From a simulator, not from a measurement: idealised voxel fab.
Process module name: voxel self aligned vias
Section shown: cut. Width: 265 nm. Cell size: 5 nm, square.
In this document a cross-section is written as a grid of square cells. It is given as a series of bands, listed from the top down, and a band is one or more rows of cells.
Look at the band entry: it leads with the top's height and the bottom's height in nm. Then it lists the materials left to right, with a width in nm for each. The word "full width" on a single material says that material fills the band edge to edge. The word "empty" is empty space.
We count height from 0. Below that, the starting wafer is all one material. The lowest band never ends at the bottom but goes on down; see "top 0, no bottom" for how that is written.
A width such as "30 to 40" changes by the same amount from each row of cells to the next, from the band's top row to its bottom row.
Given "no change" for a step, no cell of the cross-section differs between before and after that step.
"Sealed void list": sealed empty spaces, 8 cells or more, no open way to top, listed width x height at distance, with distance from the left edge and width, height and distance in nm.
after a step's settings: what the simulator itself notes on the step
Regarding "overlay nm": on a step with a mask, it is the distance the mask lay to the right of its planned place; a negative value places it to the left.

-- The planned process steps are enumerated hereunder
1) RECEIVE, material Si
2) CONFORMAL_DEP, material SiO2, thk nm 15
3) CONFORMAL_DEP, material SiCN, thk nm 5
4) DIRECTIONAL_DEP, material lowk, thk nm 25
5) DIRECTIONAL_DEP, material aC, thk nm 10
6) PATTERN, tone open, mask id LINES, material resist, width nm 30, pitch nm 80, thk nm 30, overlay nm -15
7) DIRECTIONAL_ETCH, etch materials aC, depth nm 10
8) STRIP, etch materials resist
9) DIRECTIONAL_ETCH, etch materials lowk, depth nm 25
10) STRIP, etch materials aC
11) CONFORMAL_DEP, material TiN, thk nm 5
12) FILL_DEP, material Ru, thk nm 10
13) CMP, height nm 45
14) SELECTIVE_ETCH, etch materials W Ru TiN, depth nm 10
15) FILL_DEP, material SiN, thk nm 5
16) CMP, height nm 45
17) DIRECTIONAL_DEP, material lowk, thk nm 15
18) DIRECTIONAL_DEP, material aC, thk nm 10
19) PATTERN, tone open, mask id VIAS, material resist, width nm 50, pitch nm 160, thk nm 30, overlay nm 0
20) DIRECTIONAL_ETCH, etch materials aC, depth nm 10
21) STRIP, etch materials resist
22) DIRECTIONAL_ETCH, etch materials lowk, depth nm 15
23) DIRECTIONAL_ETCH, etch materials SiN, depth nm 10
24) STRIP, etch materials aC
25) CONFORMAL_DEP, material TiN, thk nm 5
26) FILL_DEP, material Cu, thk nm 10
27) CMP, height nm 60
28) CONFORMAL_DEP, material SiCN, thk nm 5
For this document, wafers share an identical start and vary in the step 6 overlay nm; the plan quotes the first wafer's value.

-- Cross-section: the first of several wafers in its as-received state, i.e. following step 1
* top 0, no bottom  Si full width
* Sealed void list: none

-- Note: the following table is arranged by wafer, a row apiece. Each row reports the end-of-module state: per material, cells gained (+) or cells lost (-) compared with the wafer as received; closed voids follow
overlay nm -15 | +44 Cu | +24 Ru | +106 SiCN | +16 SiN | +159 SiO2 | +66 TiN | +274 lowk | Sealed void list: none
overlay nm -10 | +48 Cu | +24 Ru | +106 SiCN | +12 SiN | +159 SiO2 | +66 TiN | +274 lowk | Sealed void list: none
overlay nm -5 | +48 Cu | +24 Ru | +106 SiCN | +12 SiN | +159 SiO2 | +66 TiN | +274 lowk | Sealed void list: none
overlay nm 0 | +48 Cu | +24 Ru | +106 SiCN | +12 SiN | +159 SiO2 | +66 TiN | +274 lowk | Sealed void list: none
overlay nm 5 | +48 Cu | +24 Ru | +106 SiCN | +12 SiN | +159 SiO2 | +66 TiN | +274 lowk | Sealed void list: none
overlay nm 10 | +48 Cu | +24 Ru | +106 SiCN | +12 SiN | +159 SiO2 | +66 TiN | +274 lowk | Sealed void list: none
overlay nm 15 | +44 Cu | +24 Ru | +106 SiCN | +16 SiN | +159 SiO2 | +66 TiN | +274 lowk | Sealed void list: none
